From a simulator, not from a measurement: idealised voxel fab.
process module | voxel double patterning
cross-section cut | 230 nm wide | cells 5 nm
A cross-section is a grid of square cells, given in bands from the top down. A band is one or more rows of cells.
Each band's line starts with the height of the band's top and of its bottom, in nm. Then come its materials from left to right, each with its width in nm. One material with "throughout" fills the band from edge to edge. "air" is empty space.
Height 0 is the level under which the wafer as received is all one material. The lowest band goes on downwards, as in "0 down".
A width such as "30 to 40" changes by the same amount from each row of cells to the next, from the band's top row to its bottom row.
"no change" after a step means that no cell of the cross-section changed.
closed voids: empty space of 8 cells or more with no open way to the top, each as width x height at its distance from the left edge, in nm
after a step's settings: what the simulator itself notes on the step
overlay nm, on a step with a mask: how far to the right of its planned place the mask lay; to the left if negative
plan
1 op RECEIVE | material Si
2 op CONFORMAL_DEP | material SiO2 | thk nm 5
3 op DIRECTIONAL_DEP | material TiN | thk nm 10
4 op DIRECTIONAL_DEP | material SiCN | thk nm 5
5 op DIRECTIONAL_DEP | material aC | thk nm 15
6 op PATTERN | tone open | mask id FIRST | material resist | width nm 15 | pitch nm 50 | thk nm 30 | overlay nm 0
7 op DIRECTIONAL_ETCH | etch materials aC | depth nm 15
8 op STRIP | etch materials resist
9 op DIRECTIONAL_ETCH | etch materials SiCN | depth nm 5
10 op STRIP | etch materials aC
11 op MASKED_ETCH | tone open | mask id SECOND | width nm 15 | etch materials SiCN | depth nm 5 | overlay nm 0
12 op DIRECTIONAL_ETCH | etch materials TiN | depth nm 10
13 op STRIP | etch materials SiCN
as received, after step 1
  0 down: Si throughout
  closed voids: none
a wafer at the end: this start, this plan, one mistake
  10 to 0: TiN 80 | air 15 | TiN 10 | air 15 | TiN 10 | air 15 | TiN 85
  0 down: Si throughout
  closed voids: none
what went wrong: step 2 was left out
